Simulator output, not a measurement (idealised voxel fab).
Title: Process Module voxel transistor to metal
FYI the section here is cut, 150 nm wide, cells are 5 nm squares.
Bands, listed from the top down, are how a cross-section gets written in this document; the cross-section itself is a grid of square cells, and a band is one or more rows of them. The band entry comprises the height of the band's top followed by the height of its bottom, expressed in nm, and subsequently the band's materials from left to right, each stated together with its width in nm. Where a single material is marked with the word "edge to edge", that material fills the band from edge to edge. The word "empty" represents empty space. The reference from which all heights are counted is 0, the level beneath which the as-received wafer is entirely one material; the lowest band, having no lower bound, proceeds downward and is written after the example "z 0 and below". The width entry "30 to 40" should be interpreted row by row: the top row of cells in the band takes the first number, the bottom row takes the second number, and the change between adjacent rows is uniform throughout. Where the words "remains unaltered" appear for a step, the cross-section shows no cell changed by that step; every cell remained as before. In the "Closed cavities" entry, you get each enclosed empty space of 8 cells or more, one with no open way to the top, written width x height at distance, distance from the left edge, in nm. Formally, on a step line, whatever follows the settings is a remark that the simulator itself makes on the step. On any step carrying a mask, the "overlay nm" setting, if present on the step's line, tells how far right of its planned place the mask lay; negative values point to the left.
HERE'S WHAT THE PLANNED PROCESS STEPS LOOK LIKE
1) op RECEIVE | material Si
2) op OXIDIZE | depth nm 5
3) op CONFORMAL_DEP | material SiN | thk nm 15
4) op DIRECTIONAL_DEP | material aC | thk nm 10
5) op PATTERN | tone cover | mask id ACTIVE | material resist | width nm 105 | thk nm 25 | overlay nm 0
6) op DIRECTIONAL_ETCH | etch materials aC | depth nm 10
7) op STRIP | etch materials resist
8) op DIRECTIONAL_ETCH | etch materials SiN | depth nm 15
9) op DIRECTIONAL_ETCH | etch materials SiO2 | depth nm 5
10) op DIRECTIONAL_ETCH | etch materials Si | depth nm 30
11) op STRIP | etch materials aC
12) op FILL_DEP | material SiO2 | thk nm 10
13) op CMP | height nm 15
14) op SELECTIVE_ETCH | etch materials SiO2 | depth nm 15
15) op STRIP | etch materials SiN
16) op SELECTIVE_ETCH | etch materials SiO2 | depth nm 5
17) op OXIDIZE | depth nm 5
18) op DIRECTIONAL_DEP | material polySi | thk nm 30
19) op DIRECTIONAL_DEP | material SiCN | thk nm 15
20) op DIRECTIONAL_DEP | material aC | thk nm 10
21) op PATTERN | tone cover | mask id GATE | material resist | width nm 25 | thk nm 25 | overlay nm 0
22) op DIRECTIONAL_ETCH | etch materials aC | depth nm 10
23) op STRIP | etch materials resist
24) op DIRECTIONAL_ETCH | etch materials SiCN | depth nm 25
25) op DIRECTIONAL_ETCH | etch materials polySi | depth nm 40
26) op STRIP | etch materials aC
27) op CONFORMAL_DEP | material SiN | thk nm 10
28) op DIRECTIONAL_ETCH | etch materials SiN | depth nm 10
29) op DIRECTIONAL_ETCH | etch materials SiO2 | depth nm 5
30) op DIRECTIONAL_ETCH | etch materials Si | depth nm 10
31) op EPI | material pSi | thk nm 10
32) op FILL_DEP | material SiO2 | thk nm 5
33) op CMP | height nm 25
34) op STRIP | etch materials polySi
35) op SELECTIVE_ETCH | etch materials SiO2 | depth nm 5
36) op CONFORMAL_DEP | material HfO2 | thk nm 5
37) op CONFORMAL_DEP | material TiN | thk nm 5
38) op FILL_DEP | material W | thk nm 5
39) op CMP | height nm 20
40) op DIRECTIONAL_DEP | material SiO2 | thk nm 15
41) op MASKED_ETCH | tone open | mask id CONTACT | width nm 20 | pitch nm 75 | etch materials SiO2 | depth nm 45 | overlay nm 0
42) op CONFORMAL_DEP | material TiN | thk nm 5
43) op FILL_DEP | material W | thk nm 5
44) op CMP | height nm 35
45) op DIRECTIONAL_DEP | material TiN | thk nm 5
46) op DIRECTIONAL_DEP | material W | thk nm 20
47) op MASKED_ETCH | tone cover | mask id METAL_1 | width nm 20 | pitch nm 75 | etch materials W | depth nm 20 | overlay nm 0
48) op MASKED_ETCH | tone cover | mask id METAL_1 | width nm 20 | pitch nm 75 | etch materials TiN | depth nm 5 | overlay nm 0
49) op CONFORMAL_DEP | material SiCN | thk nm 5
50) op FILL_DEP | material SiO2 | thk nm 5
51) op CMP | height nm 60
52) op CONFORMAL_DEP | material SiCN | thk nm 5
FIRST OF TWO WAFERS, WITH THE RUN CARRIED OUT AS PLANNED
AS RECEIVED (POST STEP 1): CROSS-SECTION
z 0 and below: Si edge to edge
Closed cavities: none
THE FOLLOWING CROSS-SECTION DEPICTS THE WAFER UPON COMPLETION OF STEP 2
z 0 to -5: SiO2 edge to edge
Below -5 it's all the same as before, nothing changed down there.
THE FOLLOWING CROSS-SECTION DEPICTS THE WAFER UPON COMPLETION OF STEP 3
z 15 to 0: SiN edge to edge
Below 0 it's all the same as before, nothing changed down there.
THE FOLLOWING CROSS-SECTION DEPICTS THE WAFER UPON COMPLETION OF STEP 4
z 25 to 15: aC edge to edge
Below 15 it's all the same as before, nothing changed down there.
THE FOLLOWING CROSS-SECTION DEPICTS THE WAFER UPON COMPLETION OF STEP 5
z 50 to 25: empty 20 nm, resist 105 nm, empty 25 nm
Below 25 it's all the same as before, nothing changed down there.
THE FOLLOWING CROSS-SECTION DEPICTS THE WAFER UPON COMPLETION OF STEP 6
z 40 to 25: empty 20 nm, resist 105 nm, empty 25 nm
z 25 to 15: empty 20 nm, aC 105 nm, empty 25 nm
Below 15 it's all the same as before, nothing changed down there.
THE FOLLOWING CROSS-SECTION DEPICTS THE WAFER UPON COMPLETION OF STEP 7
z 25 to 15: empty 20 nm, aC 105 nm, empty 25 nm
Below 15 it's all the same as before, nothing changed down there.
THE FOLLOWING CROSS-SECTION DEPICTS THE WAFER UPON COMPLETION OF STEP 8
z 25 to 15: empty 20 nm, aC 105 nm, empty 25 nm
z 15 to 0: empty 20 nm, SiN 105 nm, empty 25 nm
Below 0 it's all the same as before, nothing changed down there.
THE FOLLOWING CROSS-SECTION DEPICTS THE WAFER UPON COMPLETION OF STEP 9
z 25 to 15: empty 20 nm, aC 105 nm, empty 25 nm
z 15 to 0: empty 20 nm, SiN 105 nm, empty 25 nm
z 0 to -5: empty 20 nm, SiO2 105 nm, empty 25 nm
Below -5 it's all the same as before, nothing changed down there.
THE FOLLOWING CROSS-SECTION DEPICTS THE WAFER UPON COMPLETION OF STEP 10
z 25 to 15: empty 20 nm, aC 105 nm, empty 25 nm
z 15 to 0: empty 20 nm, SiN 105 nm, empty 25 nm
z 0 to -5: empty 20 nm, SiO2 105 nm, empty 25 nm
z -5 to -35: empty 20 nm, Si 105 nm, empty 25 nm
Below -35 it's all the same as before, nothing changed down there.
THE FOLLOWING CROSS-SECTION DEPICTS THE WAFER UPON COMPLETION OF STEP 11
z 15 to 0: empty 20 nm, SiN 105 nm, empty 25 nm
Below 0 it's all the same as before, nothing changed down there.
THE FOLLOWING CROSS-SECTION DEPICTS THE WAFER UPON COMPLETION OF STEP 12
z 25 to 15: SiO2 edge to edge
z 15 to 0: SiO2 20 nm, SiN 105 nm, SiO2 25 nm
z 0 to -5: SiO2 edge to edge
z -5 to -35: SiO2 20 nm, Si 105 nm, SiO2 25 nm
Below -35 it's all the same as before, nothing changed down there.
THE FOLLOWING CROSS-SECTION DEPICTS THE WAFER UPON COMPLETION OF STEP 13
z 15 to 0: SiO2 20 nm, SiN 105 nm, SiO2 25 nm
Below 0 it's all the same as before, nothing changed down there.
THE FOLLOWING CROSS-SECTION DEPICTS THE WAFER UPON COMPLETION OF STEP 14
z 15 to 0: empty 20 nm, SiN 105 nm, empty 25 nm
Below 0 it's all the same as before, nothing changed down there.
THE FOLLOWING CROSS-SECTION DEPICTS THE WAFER UPON COMPLETION OF STEP 15
z 0 to -5: SiO2 edge to edge
Below -5 it's all the same as before, nothing changed down there.
THE FOLLOWING CROSS-SECTION DEPICTS THE WAFER UPON COMPLETION OF STEP 16
z -5 to -35: SiO2 20 nm, Si 105 nm, SiO2 25 nm
Below -35 it's all the same as before, nothing changed down there.
THE FOLLOWING CROSS-SECTION DEPICTS THE WAFER UPON COMPLETION OF STEP 17
z -5 to -10: SiO2 edge to edge
Below -10 it's all the same as before, nothing changed down there.
THE FOLLOWING CROSS-SECTION DEPICTS THE WAFER UPON COMPLETION OF STEP 18
z 25 to -5: polySi edge to edge
Below -5 it's all the same as before, nothing changed down there.
THE FOLLOWING CROSS-SECTION DEPICTS THE WAFER UPON COMPLETION OF STEP 19
z 40 to 25: SiCN edge to edge
Below 25 it's all the same as before, nothing changed down there.
THE FOLLOWING CROSS-SECTION DEPICTS THE WAFER UPON COMPLETION OF STEP 20
z 50 to 40: aC edge to edge
Below 40 it's all the same as before, nothing changed down there.
THE FOLLOWING CROSS-SECTION DEPICTS THE WAFER UPON COMPLETION OF STEP 21
z 75 to 50: empty 60 nm, resist 25 nm, empty 65 nm
Below 50 it's all the same as before, nothing changed down there.
THE FOLLOWING CROSS-SECTION DEPICTS THE WAFER UPON COMPLETION OF STEP 22
z 65 to 50: empty 60 nm, resist 25 nm, empty 65 nm
z 50 to 40: empty 60 nm, aC 25 nm, empty 65 nm
Below 40 it's all the same as before, nothing changed down there.
THE FOLLOWING CROSS-SECTION DEPICTS THE WAFER UPON COMPLETION OF STEP 23
z 50 to 40: empty 60 nm, aC 25 nm, empty 65 nm
Below 40 it's all the same as before, nothing changed down there.
THE FOLLOWING CROSS-SECTION DEPICTS THE WAFER UPON COMPLETION OF STEP 24
z 50 to 40: empty 60 nm, aC 25 nm, empty 65 nm
z 40 to 25: empty 60 nm, SiCN 25 nm, empty 65 nm
Below 25 it's all the same as before, nothing changed down there.
THE FOLLOWING CROSS-SECTION DEPICTS THE WAFER UPON COMPLETION OF STEP 25
z 50 to 40: empty 60 nm, aC 25 nm, empty 65 nm
z 40 to 25: empty 60 nm, SiCN 25 nm, empty 65 nm
z 25 to -5: empty 60 nm, polySi 25 nm, empty 65 nm
Below -5 it's all the same as before, nothing changed down there.
THE FOLLOWING CROSS-SECTION DEPICTS THE WAFER UPON COMPLETION OF STEP 26
z 40 to 25: empty 60 nm, SiCN 25 nm, empty 65 nm
Below 25 it's all the same as before, nothing changed down there.
THE FOLLOWING CROSS-SECTION DEPICTS THE WAFER UPON COMPLETION OF STEP 27
z 50 to 40: empty 50 nm, SiN 45 nm, empty 55 nm
z 40 to 25: empty 50 nm, SiN 10 nm, SiCN 25 nm, SiN 10 nm, empty 55 nm
z 25 to 5: empty 50 nm, SiN 10 nm, polySi 25 nm, SiN 10 nm, empty 55 nm
z 5 to -5: SiN 60 nm, polySi 25 nm, SiN 65 nm
Below -5 it's all the same as before, nothing changed down there.
THE FOLLOWING CROSS-SECTION DEPICTS THE WAFER UPON COMPLETION OF STEP 28
z 40 to 25: empty 50 nm, SiN 10 nm, SiCN 25 nm, SiN 10 nm, empty 55 nm
z 25 to -5: empty 50 nm, SiN 10 nm, polySi 25 nm, SiN 10 nm, empty 55 nm
Below -5 it's all the same as before, nothing changed down there.
THE FOLLOWING CROSS-SECTION DEPICTS THE WAFER UPON COMPLETION OF STEP 29
z 40 to 25: empty 50 nm, SiN 10 nm, SiCN 25 nm, SiN 10 nm, empty 55 nm
z 25 to -5: empty 50 nm, SiN 10 nm, polySi 25 nm, SiN 10 nm, empty 55 nm
z -5 to -10: empty 50 nm, SiO2 45 nm, empty 55 nm
Below -10 it's all the same as before, nothing changed down there.
THE FOLLOWING CROSS-SECTION DEPICTS THE WAFER UPON COMPLETION OF STEP 30
z 40 to 25: empty 50 nm, SiN 10 nm, SiCN 25 nm, SiN 10 nm, empty 55 nm
z 25 to -5: empty 50 nm, SiN 10 nm, polySi 25 nm, SiN 10 nm, empty 55 nm
z -5 to -10: empty 50 nm, SiO2 45 nm, empty 55 nm
z -10 to -20: SiO2 20 nm, empty 30 nm, Si 45 nm, empty 30 nm, SiO2 25 nm
Below -20 it's all the same as before, nothing changed down there.
THE FOLLOWING CROSS-SECTION DEPICTS THE WAFER UPON COMPLETION OF STEP 31
z 40 to 25: empty 50 nm, SiN 10 nm, SiCN 25 nm, SiN 10 nm, empty 55 nm
z 25 to 0: empty 50 nm, SiN 10 nm, polySi 25 nm, SiN 10 nm, empty 55 nm
z 0 to -5: empty 40 nm, pSi 10 nm, SiN 10 nm, polySi 25 nm, SiN 10 nm, pSi 10 nm, empty 45 nm
z -5 to -10: empty 40 nm, pSi 10 nm, SiO2 45 nm, pSi 10 nm, empty 45 nm
z -10 to -20: SiO2 20 nm, pSi 30 nm, Si 45 nm, pSi 30 nm, SiO2 25 nm
Below -20 it's all the same as before, nothing changed down there.
THE FOLLOWING CROSS-SECTION DEPICTS THE WAFER UPON COMPLETION OF STEP 32
z 45 to 40: SiO2 edge to edge
z 40 to 25: SiO2 50 nm, SiN 10 nm, SiCN 25 nm, SiN 10 nm, SiO2 55 nm
z 25 to 0: SiO2 50 nm, SiN 10 nm, polySi 25 nm, SiN 10 nm, SiO2 55 nm
z 0 to -5: SiO2 40 nm, pSi 10 nm, SiN 10 nm, polySi 25 nm, SiN 10 nm, pSi 10 nm, SiO2 45 nm
z -5 to -10: SiO2 40 nm, pSi 10 nm, SiO2 45 nm, pSi 10 nm, SiO2 45 nm
Below -10 it's all the same as before, nothing changed down there.
THE FOLLOWING CROSS-SECTION DEPICTS THE WAFER UPON COMPLETION OF STEP 33
z 25 to 0: SiO2 50 nm, SiN 10 nm, polySi 25 nm, SiN 10 nm, SiO2 55 nm
Below 0 it's all the same as before, nothing changed down there.
THE FOLLOWING CROSS-SECTION DEPICTS THE WAFER UPON COMPLETION OF STEP 34
z 25 to 0: SiO2 50 nm, SiN 10 nm, empty 25 nm, SiN 10 nm, SiO2 55 nm
z 0 to -5: SiO2 40 nm, pSi 10 nm, SiN 10 nm, empty 25 nm, SiN 10 nm, pSi 10 nm, SiO2 45 nm
Below -5 it's all the same as before, nothing changed down there.
THE FOLLOWING CROSS-SECTION DEPICTS THE WAFER UPON COMPLETION OF STEP 35
z 25 to 20: empty 50 nm, SiN 10 nm, empty 25 nm, SiN 10 nm, empty 55 nm
z 20 to 0: SiO2 50 nm, SiN 10 nm, empty 25 nm, SiN 10 nm, SiO2 55 nm
z 0 to -5: SiO2 40 nm, pSi 10 nm, SiN 10 nm, empty 25 nm, SiN 10 nm, pSi 10 nm, SiO2 45 nm
z -5 to -10: SiO2 40 nm, pSi 10 nm, SiO2 5 nm, empty 35 nm, SiO2 5 nm, pSi 10 nm, SiO2 45 nm
Below -10 it's all the same as before, nothing changed down there.
THE FOLLOWING CROSS-SECTION DEPICTS THE WAFER UPON COMPLETION OF STEP 36
z 30 to 25: empty 45 nm, HfO2 20 nm, empty 15 nm, HfO2 20 nm, empty 50 nm
z 25 to 20: HfO2 50 nm, SiN 10 nm, HfO2 5 nm, empty 15 nm, HfO2 5 nm, SiN 10 nm, HfO2 55 nm
z 20 to 0: SiO2 50 nm, SiN 10 nm, HfO2 5 nm, empty 15 nm, HfO2 5 nm, SiN 10 nm, SiO2 55 nm
z 0 to -5: SiO2 40 nm, pSi 10 nm, SiN 10 nm, HfO2 5 nm, empty 15 nm, HfO2 5 nm, SiN 10 nm, pSi 10 nm, SiO2 45 nm
z -5 to -10: SiO2 40 nm, pSi 10 nm, SiO2 5 nm, HfO2 35 nm, SiO2 5 nm, pSi 10 nm, SiO2 45 nm
Below -10 it's all the same as before, nothing changed down there.
THE FOLLOWING CROSS-SECTION DEPICTS THE WAFER UPON COMPLETION OF STEP 37
z 35 to 30: empty 40 nm, TiN 30 nm, empty 5 nm, TiN 30 nm, empty 45 nm
z 30 to 25: TiN 45 nm, HfO2 20 nm, TiN 5 nm, empty 5 nm, TiN 5 nm, HfO2 20 nm, TiN 50 nm
z 25 to 20: HfO2 50 nm, SiN 10 nm, HfO2 5 nm, TiN 5 nm, empty 5 nm, TiN 5 nm, HfO2 5 nm, SiN 10 nm, HfO2 55 nm
z 20 to 0: SiO2 50 nm, SiN 10 nm, HfO2 5 nm, TiN 5 nm, empty 5 nm, TiN 5 nm, HfO2 5 nm, SiN 10 nm, SiO2 55 nm
z 0 to -5: SiO2 40 nm, pSi 10 nm, SiN 10 nm, HfO2 5 nm, TiN 15 nm, HfO2 5 nm, SiN 10 nm, pSi 10 nm, SiO2 45 nm
Below -5 it's all the same as before, nothing changed down there.
THE FOLLOWING CROSS-SECTION DEPICTS THE WAFER UPON COMPLETION OF STEP 38
z 40 to 35: W edge to edge
z 35 to 30: W 40 nm, TiN 30 nm, W 5 nm, TiN 30 nm, W 45 nm
z 30 to 25: TiN 45 nm, HfO2 20 nm, TiN 5 nm, W 5 nm, TiN 5 nm, HfO2 20 nm, TiN 50 nm
z 25 to 20: HfO2 50 nm, SiN 10 nm, HfO2 5 nm, TiN 5 nm, W 5 nm, TiN 5 nm, HfO2 5 nm, SiN 10 nm, HfO2 55 nm
z 20 to 0: SiO2 50 nm, SiN 10 nm, HfO2 5 nm, TiN 5 nm, W 5 nm, TiN 5 nm, HfO2 5 nm, SiN 10 nm, SiO2 55 nm
Below 0 it's all the same as before, nothing changed down there.
THE FOLLOWING CROSS-SECTION DEPICTS THE WAFER UPON COMPLETION OF STEP 39
z 20 to 0: SiO2 50 nm, SiN 10 nm, HfO2 5 nm, TiN 5 nm, W 5 nm, TiN 5 nm, HfO2 5 nm, SiN 10 nm, SiO2 55 nm
Below 0 it's all the same as before, nothing changed down there.
THE FOLLOWING CROSS-SECTION DEPICTS THE WAFER UPON COMPLETION OF STEP 40
z 35 to 20: SiO2 edge to edge
Below 20 it's all the same as before, nothing changed down there.
THE FOLLOWING CROSS-SECTION DEPICTS THE WAFER UPON COMPLETION OF STEP 41
z 35 to 20: SiO2 25 nm, empty 20 nm, SiO2 55 nm, empty 20 nm, SiO2 30 nm
z 20 to 0: SiO2 25 nm, empty 20 nm, SiO2 5 nm, SiN 10 nm, HfO2 5 nm, TiN 5 nm, W 5 nm, TiN 5 nm, HfO2 5 nm, SiN 10 nm, SiO2 5 nm, empty 20 nm, SiO2 30 nm
z 0 to -5: SiO2 25 nm, empty 15 nm, pSi 10 nm, SiN 10 nm, HfO2 5 nm, TiN 15 nm, HfO2 5 nm, SiN 10 nm, pSi 10 nm, empty 15 nm, SiO2 30 nm
z -5 to -10: SiO2 25 nm, empty 15 nm, pSi 10 nm, SiO2 5 nm, HfO2 35 nm, SiO2 5 nm, pSi 10 nm, empty 15 nm, SiO2 30 nm
Below -10 it's all the same as before, nothing changed down there.
THE FOLLOWING CROSS-SECTION DEPICTS THE WAFER UPON COMPLETION OF STEP 42
z 40 to 35: TiN 30 nm, empty 10 nm, TiN 65 nm, empty 10 nm, TiN 35 nm
z 35 to 20: SiO2 25 nm, TiN 5 nm, empty 10 nm, TiN 5 nm, SiO2 55 nm, TiN 5 nm, empty 10 nm, TiN 5 nm, SiO2 30 nm
z 20 to 5: SiO2 25 nm, TiN 5 nm, empty 10 nm, TiN 5 nm, SiO2 5 nm, SiN 10 nm, HfO2 5 nm, TiN 5 nm, W 5 nm, TiN 5 nm, HfO2 5 nm, SiN 10 nm, SiO2 5 nm, TiN 5 nm, empty 10 nm, TiN 5 nm, SiO2 30 nm
z 5 to 0: SiO2 25 nm, TiN 5 nm, empty 5 nm, TiN 10 nm, SiO2 5 nm, SiN 10 nm, HfO2 5 nm, TiN 5 nm, W 5 nm, TiN 5 nm, HfO2 5 nm, SiN 10 nm, SiO2 5 nm, TiN 10 nm, empty 5 nm, TiN 5 nm, SiO2 30 nm
z 0 to -5: SiO2 25 nm, TiN 5 nm, empty 5 nm, TiN 5 nm, pSi 10 nm, SiN 10 nm, HfO2 5 nm, TiN 15 nm, HfO2 5 nm, SiN 10 nm, pSi 10 nm, TiN 5 nm, empty 5 nm, TiN 5 nm, SiO2 30 nm
z -5 to -10: SiO2 25 nm, TiN 15 nm, pSi 10 nm, SiO2 5 nm, HfO2 35 nm, SiO2 5 nm, pSi 10 nm, TiN 15 nm, SiO2 30 nm
Below -10 it's all the same as before, nothing changed down there.
THE FOLLOWING CROSS-SECTION DEPICTS THE WAFER UPON COMPLETION OF STEP 43
z 45 to 40: W edge to edge
z 40 to 35: TiN 30 nm, W 10 nm, TiN 65 nm, W 10 nm, TiN 35 nm
z 35 to 20: SiO2 25 nm, TiN 5 nm, W 10 nm, TiN 5 nm, SiO2 55 nm, TiN 5 nm, W 10 nm, TiN 5 nm, SiO2 30 nm
z 20 to 5: SiO2 25 nm, TiN 5 nm, W 10 nm, TiN 5 nm, SiO2 5 nm, SiN 10 nm, HfO2 5 nm, TiN 5 nm, W 5 nm, TiN 5 nm, HfO2 5 nm, SiN 10 nm, SiO2 5 nm, TiN 5 nm, W 10 nm, TiN 5 nm, SiO2 30 nm
z 5 to 0: SiO2 25 nm, TiN 5 nm, W 5 nm, TiN 10 nm, SiO2 5 nm, SiN 10 nm, HfO2 5 nm, TiN 5 nm, W 5 nm, TiN 5 nm, HfO2 5 nm, SiN 10 nm, SiO2 5 nm, TiN 10 nm, W 5 nm, TiN 5 nm, SiO2 30 nm
z 0 to -5: SiO2 25 nm, TiN 5 nm, W 5 nm, TiN 5 nm, pSi 10 nm, SiN 10 nm, HfO2 5 nm, TiN 15 nm, HfO2 5 nm, SiN 10 nm, pSi 10 nm, TiN 5 nm, W 5 nm, TiN 5 nm, SiO2 30 nm
Below -5 it's all the same as before, nothing changed down there.
THE FOLLOWING CROSS-SECTION DEPICTS THE WAFER UPON COMPLETION OF STEP 44
z 35 to 20: SiO2 25 nm, TiN 5 nm, W 10 nm, TiN 5 nm, SiO2 55 nm, TiN 5 nm, W 10 nm, TiN 5 nm, SiO2 30 nm
Below 20 it's all the same as before, nothing changed down there.
THE FOLLOWING CROSS-SECTION DEPICTS THE WAFER UPON COMPLETION OF STEP 45
z 40 to 35: TiN edge to edge
Below 35 it's all the same as before, nothing changed down there.
THE FOLLOWING CROSS-SECTION DEPICTS THE WAFER UPON COMPLETION OF STEP 46
z 60 to 40: W edge to edge
Below 40 it's all the same as before, nothing changed down there.
THE FOLLOWING CROSS-SECTION DEPICTS THE WAFER UPON COMPLETION OF STEP 47
z 60 to 40: empty 25 nm, W 20 nm, empty 55 nm, W 20 nm, empty 30 nm
Below 40 it's all the same as before, nothing changed down there.
THE FOLLOWING CROSS-SECTION DEPICTS THE WAFER UPON COMPLETION OF STEP 48
z 60 to 40: empty 25 nm, W 20 nm, empty 55 nm, W 20 nm, empty 30 nm
z 40 to 35: empty 25 nm, TiN 20 nm, empty 55 nm, TiN 20 nm, empty 30 nm
Below 35 it's all the same as before, nothing changed down there.
THE FOLLOWING CROSS-SECTION DEPICTS THE WAFER UPON COMPLETION OF STEP 49
z 65 to 60: empty 20 nm, SiCN 30 nm, empty 45 nm, SiCN 30 nm, empty 25 nm
z 60 to 40: empty 20 nm, SiCN 5 nm, W 20 nm, SiCN 5 nm, empty 45 nm, SiCN 5 nm, W 20 nm, SiCN 5 nm, empty 25 nm
z 40 to 35: SiCN 25 nm, TiN 20 nm, SiCN 55 nm, TiN 20 nm, SiCN 30 nm
Below 35 it's all the same as before, nothing changed down there.
THE FOLLOWING CROSS-SECTION DEPICTS THE WAFER UPON COMPLETION OF STEP 50
z 70 to 65: SiO2 edge to edge
z 65 to 60: SiO2 20 nm, SiCN 30 nm, SiO2 45 nm, SiCN 30 nm, SiO2 25 nm
z 60 to 40: SiO2 20 nm, SiCN 5 nm, W 20 nm, SiCN 5 nm, SiO2 45 nm, SiCN 5 nm, W 20 nm, SiCN 5 nm, SiO2 25 nm
Below 40 it's all the same as before, nothing changed down there.
THE FOLLOWING CROSS-SECTION DEPICTS THE WAFER UPON COMPLETION OF STEP 51
z 60 to 40: SiO2 20 nm, SiCN 5 nm, W 20 nm, SiCN 5 nm, SiO2 45 nm, SiCN 5 nm, W 20 nm, SiCN 5 nm, SiO2 25 nm
Below 40 it's all the same as before, nothing changed down there.
THE FOLLOWING CROSS-SECTION DEPICTS THE WAFER UPON COMPLETION OF STEP 52
z 65 to 60: SiCN edge to edge
Below 60 it's all the same as before, nothing changed down there.
THE SECOND WAFER BEGAN EXACTLY AS THE FIRST DID AND FOLLOWED THE SAME PLAN, BUT ONE MISTAKE WAS MADE WHILE RUNNING IT; THROUGH STEP 42 INCLUSIVE, THE TWO WAFERS ARE IDENTICAL
CROSS-SECTION, SECOND WAFER, AT THE END TIME THE PLAN GIVES FOR STEP 43
z 45 to 40: aC edge to edge
z 40 to 35: TiN 30 nm, aC 10 nm, TiN 65 nm, aC 10 nm, TiN 35 nm
z 35 to 20: SiO2 25 nm, TiN 5 nm, aC 10 nm, TiN 5 nm, SiO2 55 nm, TiN 5 nm, aC 10 nm, TiN 5 nm, SiO2 30 nm
z 20 to 5: SiO2 25 nm, TiN 5 nm, aC 10 nm, TiN 5 nm, SiO2 5 nm, SiN 10 nm, HfO2 5 nm, TiN 5 nm, W 5 nm, TiN 5 nm, HfO2 5 nm, SiN 10 nm, SiO2 5 nm, TiN 5 nm, aC 10 nm, TiN 5 nm, SiO2 30 nm
z 5 to 0: SiO2 25 nm, TiN 5 nm, aC 5 nm, TiN 10 nm, SiO2 5 nm, SiN 10 nm, HfO2 5 nm, TiN 5 nm, W 5 nm, TiN 5 nm, HfO2 5 nm, SiN 10 nm, SiO2 5 nm, TiN 10 nm, aC 5 nm, TiN 5 nm, SiO2 30 nm
z 0 to -5: SiO2 25 nm, TiN 5 nm, aC 5 nm, TiN 5 nm, pSi 10 nm, SiN 10 nm, HfO2 5 nm, TiN 15 nm, HfO2 5 nm, SiN 10 nm, pSi 10 nm, TiN 5 nm, aC 5 nm, TiN 5 nm, SiO2 30 nm
Below -5 it's all the same as before, nothing changed down there.
CROSS-SECTION, SECOND WAFER, AT THE END TIME THE PLAN GIVES FOR STEP 44
z 35 to 20: SiO2 25 nm, TiN 5 nm, aC 10 nm, TiN 5 nm, SiO2 55 nm, TiN 5 nm, aC 10 nm, TiN 5 nm, SiO2 30 nm
Below 20 it's all the same as before, nothing changed down there.
CROSS-SECTION, SECOND WAFER, AT THE END TIME THE PLAN GIVES FOR STEP 45
z 40 to 35: TiN edge to edge
Below 35 it's all the same as before, nothing changed down there.
CROSS-SECTION, SECOND WAFER, AT THE END TIME THE PLAN GIVES FOR STEP 46
z 60 to 40: W edge to edge
Below 40 it's all the same as before, nothing changed down there.
CROSS-SECTION, SECOND WAFER, AT THE END TIME THE PLAN GIVES FOR STEP 47
z 60 to 40: empty 25 nm, W 20 nm, empty 55 nm, W 20 nm, empty 30 nm
Below 40 it's all the same as before, nothing changed down there.
CROSS-SECTION, SECOND WAFER, AT THE END TIME THE PLAN GIVES FOR STEP 48
z 60 to 40: empty 25 nm, W 20 nm, empty 55 nm, W 20 nm, empty 30 nm
z 40 to 35: empty 25 nm, TiN 20 nm, empty 55 nm, TiN 20 nm, empty 30 nm
Below 35 it's all the same as before, nothing changed down there.
CROSS-SECTION, SECOND WAFER, AT THE END TIME THE PLAN GIVES FOR STEP 49
z 65 to 60: empty 20 nm, SiCN 30 nm, empty 45 nm, SiCN 30 nm, empty 25 nm
z 60 to 40: empty 20 nm, SiCN 5 nm, W 20 nm, SiCN 5 nm, empty 45 nm, SiCN 5 nm, W 20 nm, SiCN 5 nm, empty 25 nm
z 40 to 35: SiCN 25 nm, TiN 20 nm, SiCN 55 nm, TiN 20 nm, SiCN 30 nm
Below 35 it's all the same as before, nothing changed down there.
CROSS-SECTION, SECOND WAFER, AT THE END TIME THE PLAN GIVES FOR STEP 50
z 70 to 65: SiO2 edge to edge
z 65 to 60: SiO2 20 nm, SiCN 30 nm, SiO2 45 nm, SiCN 30 nm, SiO2 25 nm
z 60 to 40: SiO2 20 nm, SiCN 5 nm, W 20 nm, SiCN 5 nm, SiO2 45 nm, SiCN 5 nm, W 20 nm, SiCN 5 nm, SiO2 25 nm
Below 40 it's all the same as before, nothing changed down there.
CROSS-SECTION, SECOND WAFER, AT THE END TIME THE PLAN GIVES FOR STEP 51
z 60 to 40: SiO2 20 nm, SiCN 5 nm, W 20 nm, SiCN 5 nm, SiO2 45 nm, SiCN 5 nm, W 20 nm, SiCN 5 nm, SiO2 25 nm
Below 40 it's all the same as before, nothing changed down there.
CROSS-SECTION, SECOND WAFER, AT THE END TIME THE PLAN GIVES FOR STEP 52
z 65 to 60: SiCN edge to edge
Below 60 it's all the same as before, nothing changed down there.
Want to know what went wrong? step 43 ran differently from the plan; actual operation with settings: op FILL_DEP | material aC | thk nm 5
The final cell counts differ between the wafers, with the second having more or fewer of some materials than the first: 28 fewer of W; 28 more of aC
